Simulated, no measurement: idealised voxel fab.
Process module heading - voxel gate over fins
Xsec cut, 210 nm wide, square cell size 5 nm.
Just so we're on the same page, the cross-sections are grids of square cells, and they're listed out in bands top to bottom, each band one or more rows deep. What a band's entry tells you: where the top is and where the bottom is, as heights in nm, and after that what lies inside, material by material from left to right, each with its width in nm. Empty space is written as the word "empty", and a single material marked with the word "edge to edge" occupies the band from edge to edge. Below 0: as-received wafer, all one material; heights counted from there. Lowest band: no bottom, goes on down, written "0 -> down". Think of "30 to 40" as a width that walks from the first number to the second as you go down the band, top row to bottom row, taking equal-sized steps from row to row. "nothing was modified" for a step: no cell of the cross-section changed in that step. The list in "Fully sealed cavities" covers empty spaces of 8 cells or more that cannot reach the top through any open way, and it gives each as width x height at distance; the distance is from the left edge, and width, height and distance are in nm. Formally, on a step line, whatever follows the settings is a remark that the simulator itself makes on the step. "overlay nm" answers the question of how far to the right of plan the mask lay on a step that has a mask, and when it is negative the answer is to the left.
Process steps foreseen in the plan
1: RECEIVE,material Si
2: CONFORMAL_DEP,material SiN,thk nm 5
3: DIRECTIONAL_DEP,material aC,thk nm 10
4: PATTERN,tone cover,mask id FINS,material resist,width nm 15,pitch nm 60,thk nm 25,overlay nm 0
5: DIRECTIONAL_ETCH,etch materials aC,depth nm 10
6: STRIP,etch materials resist
7: DIRECTIONAL_ETCH,etch materials SiN,depth nm 5
8: DIRECTIONAL_ETCH,etch materials Si,depth nm 35
9: STRIP,etch materials aC
10: FILL_DEP,material SiO2,thk nm 5
11: CMP,height nm 5
12: DIRECTIONAL_DEP,material aC,thk nm 10
13: PATTERN,tone open,mask id RAIL,material resist,width nm 15,thk nm 25,overlay nm 0
14: DIRECTIONAL_ETCH,etch materials aC,depth nm 10
15: STRIP,etch materials resist
16: DIRECTIONAL_ETCH,etch materials SiO2,depth nm 35
17: STRIP,etch materials aC
18: CONFORMAL_DEP,material TiN,thk nm 5
19: FILL_DEP,material Ru,thk nm 5
20: CMP,height nm 5
21: SELECTIVE_ETCH,etch materials W Ru TiN,depth nm 20
22: FILL_DEP,material SiO2,thk nm 5
23: CMP,height nm 5
24: SELECTIVE_ETCH,etch materials SiO2,depth nm 15
25: STRIP,etch materials SiN
26: CONFORMAL_DEP,material HfO2,thk nm 5
27: CONFORMAL_DEP,material TiN,thk nm 5
28: FILL_DEP,material W,thk nm 10
29: CMP,height nm 15
30: CONFORMAL_DEP,material SiN,thk nm 10
First of two wafers - as planned
Cross-section of the wafer upon arrival, representing the state reached after step 1
- 0 -> down: Si edge to edge
- Fully sealed cavities: none
Wafer section view after processing step 2
- 5 -> 0: SiN edge to edge
- Below 0 it's all the same as before, nothing changed down there.
Wafer section view after processing step 3
- 15 -> 5: aC edge to edge
- Below 5 it's all the same as before, nothing changed down there.
Wafer section view after processing step 4
- 40 -> 15: empty: 65, resist: 15, empty: 45, resist: 15, empty: 70
- Below 15 it's all the same as before, nothing changed down there.
Wafer section view after processing step 5
- 30 -> 15: empty: 65, resist: 15, empty: 45, resist: 15, empty: 70
- 15 -> 5: empty: 65, aC: 15, empty: 45, aC: 15, empty: 70
- Below 5 it's all the same as before, nothing changed down there.
Wafer section view after processing step 6
- 15 -> 5: empty: 65, aC: 15, empty: 45, aC: 15, empty: 70
- Below 5 it's all the same as before, nothing changed down there.
Wafer section view after processing step 7
- 15 -> 5: empty: 65, aC: 15, empty: 45, aC: 15, empty: 70
- 5 -> 0: empty: 65, SiN: 15, empty: 45, SiN: 15, empty: 70
- Below 0 it's all the same as before, nothing changed down there.
Wafer section view after processing step 8
- 15 -> 5: empty: 65, aC: 15, empty: 45, aC: 15, empty: 70
- 5 -> 0: empty: 65, SiN: 15, empty: 45, SiN: 15, empty: 70
- 0 -> -35: empty: 65, Si: 15, empty: 45, Si: 15, empty: 70
- Below -35 it's all the same as before, nothing changed down there.
Wafer section view after processing step 9
- 5 -> 0: empty: 65, SiN: 15, empty: 45, SiN: 15, empty: 70
- Below 0 it's all the same as before, nothing changed down there.
Wafer section view after processing step 10
- 10 -> 5: SiO2 edge to edge
- 5 -> 0: SiO2: 65, SiN: 15, SiO2: 45, SiN: 15, SiO2: 70
- 0 -> -35: SiO2: 65, Si: 15, SiO2: 45, Si: 15, SiO2: 70
- Below -35 it's all the same as before, nothing changed down there.
Wafer section view after processing step 11
- 5 -> 0: SiO2: 65, SiN: 15, SiO2: 45, SiN: 15, SiO2: 70
- Below 0 it's all the same as before, nothing changed down there.
Wafer section view after processing step 12
- 15 -> 5: aC edge to edge
- Below 5 it's all the same as before, nothing changed down there.
Wafer section view after processing step 13
- 40 -> 15: resist: 95, empty: 15, resist: 100
- Below 15 it's all the same as before, nothing changed down there.
Wafer section view after processing step 14
- 30 -> 15: resist: 95, empty: 15, resist: 100
- 15 -> 5: aC: 95, empty: 15, aC: 100
- Below 5 it's all the same as before, nothing changed down there.
Wafer section view after processing step 15
- 15 -> 5: aC: 95, empty: 15, aC: 100
- Below 5 it's all the same as before, nothing changed down there.
Wafer section view after processing step 16
- 15 -> 5: aC: 95, empty: 15, aC: 100
- 5 -> 0: SiO2: 65, SiN: 15, SiO2: 15, empty: 15, SiO2: 15, SiN: 15, SiO2: 70
- 0 -> -30: SiO2: 65, Si: 15, SiO2: 15, empty: 15, SiO2: 15, Si: 15, SiO2: 70
- Below -30 it's all the same as before, nothing changed down there.
Wafer section view after processing step 17
- 5 -> 0: SiO2: 65, SiN: 15, SiO2: 15, empty: 15, SiO2: 15, SiN: 15, SiO2: 70
- Below 0 it's all the same as before, nothing changed down there.
Wafer section view after processing step 18
- 10 -> 5: TiN: 100, empty: 5, TiN: 105
- 5 -> 0: SiO2: 65, SiN: 15, SiO2: 15, TiN: 5, empty: 5, TiN: 5, SiO2: 15, SiN: 15, SiO2: 70
- 0 -> -25: SiO2: 65, Si: 15, SiO2: 15, TiN: 5, empty: 5, TiN: 5, SiO2: 15, Si: 15, SiO2: 70
- -25 -> -30: SiO2: 65, Si: 15, SiO2: 15, TiN: 15, SiO2: 15, Si: 15, SiO2: 70
- Below -30 it's all the same as before, nothing changed down there.
Wafer section view after processing step 19
- 15 -> 10: Ru edge to edge
- 10 -> 5: TiN: 100, Ru: 5, TiN: 105
- 5 -> 0: SiO2: 65, SiN: 15, SiO2: 15, TiN: 5, Ru: 5, TiN: 5, SiO2: 15, SiN: 15, SiO2: 70
- 0 -> -25: SiO2: 65, Si: 15, SiO2: 15, TiN: 5, Ru: 5, TiN: 5, SiO2: 15, Si: 15, SiO2: 70
- Below -25 it's all the same as before, nothing changed down there.
Wafer section view after processing step 20
- 5 -> 0: SiO2: 65, SiN: 15, SiO2: 15, TiN: 5, Ru: 5, TiN: 5, SiO2: 15, SiN: 15, SiO2: 70
- Below 0 it's all the same as before, nothing changed down there.
Wafer section view after processing step 21
- 5 -> 0: SiO2: 65, SiN: 15, SiO2: 15, empty: 15, SiO2: 15, SiN: 15, SiO2: 70
- 0 -> -15: SiO2: 65, Si: 15, SiO2: 15, empty: 15, SiO2: 15, Si: 15, SiO2: 70
- Below -15 it's all the same as before, nothing changed down there.
Wafer section view after processing step 22
- 10 -> 5: SiO2 edge to edge
- 5 -> 0: SiO2: 65, SiN: 15, SiO2: 45, SiN: 15, SiO2: 70
- 0 -> -15: SiO2: 65, Si: 15, SiO2: 45, Si: 15, SiO2: 70
- Below -15 it's all the same as before, nothing changed down there.
Wafer section view after processing step 23
- 5 -> 0: SiO2: 65, SiN: 15, SiO2: 45, SiN: 15, SiO2: 70
- Below 0 it's all the same as before, nothing changed down there.
Wafer section view after processing step 24
- 5 -> 0: empty: 65, SiN: 15, empty: 45, SiN: 15, empty: 70
- 0 -> -10: empty: 65, Si: 15, empty: 45, Si: 15, empty: 70
- Below -10 it's all the same as before, nothing changed down there.
Wafer section view after processing step 25
- 0 -> -10: empty: 65, Si: 15, empty: 45, Si: 15, empty: 70
- Below -10 it's all the same as before, nothing changed down there.
Wafer section view after processing step 26
- 5 -> 0: empty: 60, HfO2: 25, empty: 35, HfO2: 25, empty: 65
- 0 -> -5: empty: 60, HfO2: 5, Si: 15, HfO2: 5, empty: 35, HfO2: 5, Si: 15, HfO2: 5, empty: 65
- -5 -> -10: HfO2: 65, Si: 15, HfO2: 45, Si: 15, HfO2: 70
- Below -10 it's all the same as before, nothing changed down there.
Wafer section view after processing step 27
- 10 -> 5: empty: 55, TiN: 35, empty: 25, TiN: 35, empty: 60
- 5 -> 0: empty: 55, TiN: 5, HfO2: 25, TiN: 5, empty: 25, TiN: 5, HfO2: 25, TiN: 5, empty: 60
- 0 -> -5: TiN: 60, HfO2: 5, Si: 15, HfO2: 5, TiN: 35, HfO2: 5, Si: 15, HfO2: 5, TiN: 65
- Below -5 it's all the same as before, nothing changed down there.
Wafer section view after processing step 28
- 20 -> 10: W edge to edge
- 10 -> 5: W: 55, TiN: 35, W: 25, TiN: 35, W: 60
- 5 -> 0: W: 55, TiN: 5, HfO2: 25, TiN: 5, W: 25, TiN: 5, HfO2: 25, TiN: 5, W: 60
- Below 0 it's all the same as before, nothing changed down there.
Wafer section view after processing step 29
- 15 -> 10: W edge to edge
- Below 10 it's all the same as before, nothing changed down there.
Wafer section view after processing step 30
- 25 -> 15: SiN edge to edge
- Below 15 it's all the same as before, nothing changed down there.
Wafer two. Identical start, identical plan. One mistake in execution. Identical history through step 3
Planned end of step 4: second wafer, cross-section
- 40 -> 15: empty: 70, resist: 15, empty: 45, resist: 15, empty: 65
- Below 15 it's all the same as before, nothing changed down there.
Planned end of step 5: second wafer, cross-section
- 30 -> 15: empty: 70, resist: 15, empty: 45, resist: 15, empty: 65
- 15 -> 5: empty: 70, aC: 15, empty: 45, aC: 15, empty: 65
- Below 5 it's all the same as before, nothing changed down there.
Planned end of step 6: second wafer, cross-section
- 15 -> 5: empty: 70, aC: 15, empty: 45, aC: 15, empty: 65
- Below 5 it's all the same as before, nothing changed down there.
Planned end of step 7: second wafer, cross-section
- 15 -> 5: empty: 70, aC: 15, empty: 45, aC: 15, empty: 65
- 5 -> 0: empty: 70, SiN: 15, empty: 45, SiN: 15, empty: 65
- Below 0 it's all the same as before, nothing changed down there.
Planned end of step 8: second wafer, cross-section
- 15 -> 5: empty: 70, aC: 15, empty: 45, aC: 15, empty: 65
- 5 -> 0: empty: 70, SiN: 15, empty: 45, SiN: 15, empty: 65
- 0 -> -35: empty: 70, Si: 15, empty: 45, Si: 15, empty: 65
- Below -35 it's all the same as before, nothing changed down there.
Planned end of step 9: second wafer, cross-section
- 5 -> 0: empty: 70, SiN: 15, empty: 45, SiN: 15, empty: 65
- Below 0 it's all the same as before, nothing changed down there.
Planned end of step 10: second wafer, cross-section
- 10 -> 5: SiO2 edge to edge
- 5 -> 0: SiO2: 70, SiN: 15, SiO2: 45, SiN: 15, SiO2: 65
- 0 -> -35: SiO2: 70, Si: 15, SiO2: 45, Si: 15, SiO2: 65
- Below -35 it's all the same as before, nothing changed down there.
Planned end of step 11: second wafer, cross-section
- 5 -> 0: SiO2: 70, SiN: 15, SiO2: 45, SiN: 15, SiO2: 65
- Below 0 it's all the same as before, nothing changed down there.
Planned end of step 12: second wafer, cross-section
- 15 -> 5: aC edge to edge
- Below 5 it's all the same as before, nothing changed down there.
Planned end of step 13: second wafer, cross-section
- 40 -> 15: resist: 95, empty: 15, resist: 100
- Below 15 it's all the same as before, nothing changed down there.
Planned end of step 14: second wafer, cross-section
- 30 -> 15: resist: 95, empty: 15, resist: 100
- 15 -> 5: aC: 95, empty: 15, aC: 100
- Below 5 it's all the same as before, nothing changed down there.
Planned end of step 15: second wafer, cross-section
- 15 -> 5: aC: 95, empty: 15, aC: 100
- Below 5 it's all the same as before, nothing changed down there.
Planned end of step 16: second wafer, cross-section
- 15 -> 5: aC: 95, empty: 15, aC: 100
- 5 -> 0: SiO2: 70, SiN: 15, SiO2: 10, empty: 15, SiO2: 20, SiN: 15, SiO2: 65
- 0 -> -30: SiO2: 70, Si: 15, SiO2: 10, empty: 15, SiO2: 20, Si: 15, SiO2: 65
- Below -30 it's all the same as before, nothing changed down there.
Planned end of step 17: second wafer, cross-section
- 5 -> 0: SiO2: 70, SiN: 15, SiO2: 10, empty: 15, SiO2: 20, SiN: 15, SiO2: 65
- Below 0 it's all the same as before, nothing changed down there.
Planned end of step 18: second wafer, cross-section
- 10 -> 5: TiN: 100, empty: 5, TiN: 105
- 5 -> 0: SiO2: 70, SiN: 15, SiO2: 10, TiN: 5, empty: 5, TiN: 5, SiO2: 20, SiN: 15, SiO2: 65
- 0 -> -25: SiO2: 70, Si: 15, SiO2: 10, TiN: 5, empty: 5, TiN: 5, SiO2: 20, Si: 15, SiO2: 65
- -25 -> -30: SiO2: 70, Si: 15, SiO2: 10, TiN: 15, SiO2: 20, Si: 15, SiO2: 65
- Below -30 it's all the same as before, nothing changed down there.
Planned end of step 19: second wafer, cross-section
- 15 -> 10: Ru edge to edge
- 10 -> 5: TiN: 100, Ru: 5, TiN: 105
- 5 -> 0: SiO2: 70, SiN: 15, SiO2: 10, TiN: 5, Ru: 5, TiN: 5, SiO2: 20, SiN: 15, SiO2: 65
- 0 -> -25: SiO2: 70, Si: 15, SiO2: 10, TiN: 5, Ru: 5, TiN: 5, SiO2: 20, Si: 15, SiO2: 65
- Below -25 it's all the same as before, nothing changed down there.
Planned end of step 20: second wafer, cross-section
- 5 -> 0: SiO2: 70, SiN: 15, SiO2: 10, TiN: 5, Ru: 5, TiN: 5, SiO2: 20, SiN: 15, SiO2: 65
- Below 0 it's all the same as before, nothing changed down there.
Planned end of step 21: second wafer, cross-section
- 5 -> 0: SiO2: 70, SiN: 15, SiO2: 10, empty: 15, SiO2: 20, SiN: 15, SiO2: 65
- 0 -> -15: SiO2: 70, Si: 15, SiO2: 10, empty: 15, SiO2: 20, Si: 15, SiO2: 65
- Below -15 it's all the same as before, nothing changed down there.
Planned end of step 22: second wafer, cross-section
- 10 -> 5: SiO2 edge to edge
- 5 -> 0: SiO2: 70, SiN: 15, SiO2: 45, SiN: 15, SiO2: 65
- 0 -> -15: SiO2: 70, Si: 15, SiO2: 45, Si: 15, SiO2: 65
- Below -15 it's all the same as before, nothing changed down there.
Planned end of step 23: second wafer, cross-section
- 5 -> 0: SiO2: 70, SiN: 15, SiO2: 45, SiN: 15, SiO2: 65
- Below 0 it's all the same as before, nothing changed down there.
Planned end of step 24: second wafer, cross-section
- 5 -> 0: empty: 70, SiN: 15, empty: 45, SiN: 15, empty: 65
- 0 -> -10: empty: 70, Si: 15, empty: 45, Si: 15, empty: 65
- Below -10 it's all the same as before, nothing changed down there.
Planned end of step 25: second wafer, cross-section
- 0 -> -10: empty: 70, Si: 15, empty: 45, Si: 15, empty: 65
- Below -10 it's all the same as before, nothing changed down there.
Planned end of step 26: second wafer, cross-section
- 5 -> 0: empty: 65, HfO2: 25, empty: 35, HfO2: 25, empty: 60
- 0 -> -5: empty: 65, HfO2: 5, Si: 15, HfO2: 5, empty: 35, HfO2: 5, Si: 15, HfO2: 5, empty: 60
- -5 -> -10: HfO2: 70, Si: 15, HfO2: 45, Si: 15, HfO2: 65
- Below -10 it's all the same as before, nothing changed down there.
Planned end of step 27: second wafer, cross-section
- 10 -> 5: empty: 60, TiN: 35, empty: 25, TiN: 35, empty: 55
- 5 -> 0: empty: 60, TiN: 5, HfO2: 25, TiN: 5, empty: 25, TiN: 5, HfO2: 25, TiN: 5, empty: 55
- 0 -> -5: TiN: 65, HfO2: 5, Si: 15, HfO2: 5, TiN: 35, HfO2: 5, Si: 15, HfO2: 5, TiN: 60
- Below -5 it's all the same as before, nothing changed down there.
Planned end of step 28: second wafer, cross-section
- 20 -> 10: W edge to edge
- 10 -> 5: W: 60, TiN: 35, W: 25, TiN: 35, W: 55
- 5 -> 0: W: 60, TiN: 5, HfO2: 25, TiN: 5, W: 25, TiN: 5, HfO2: 25, TiN: 5, W: 55
- Below 0 it's all the same as before, nothing changed down there.
Planned end of step 29: second wafer, cross-section
- 15 -> 10: W edge to edge
- Below 10 it's all the same as before, nothing changed down there.
Planned end of step 30: second wafer, cross-section
- 25 -> 15: SiN edge to edge
- Below 15 it's all the same as before, nothing changed down there.
Nonconformance to the process plan: step 4 went in with a setting other than planned; the actual run was PATTERN,tone cover,mask id FINS,material resist,width nm 15,pitch nm 60,thk nm 25,overlay nm 5
Heads up: at the end the two wafers have identical cell counts per material, they're just laid out differently.
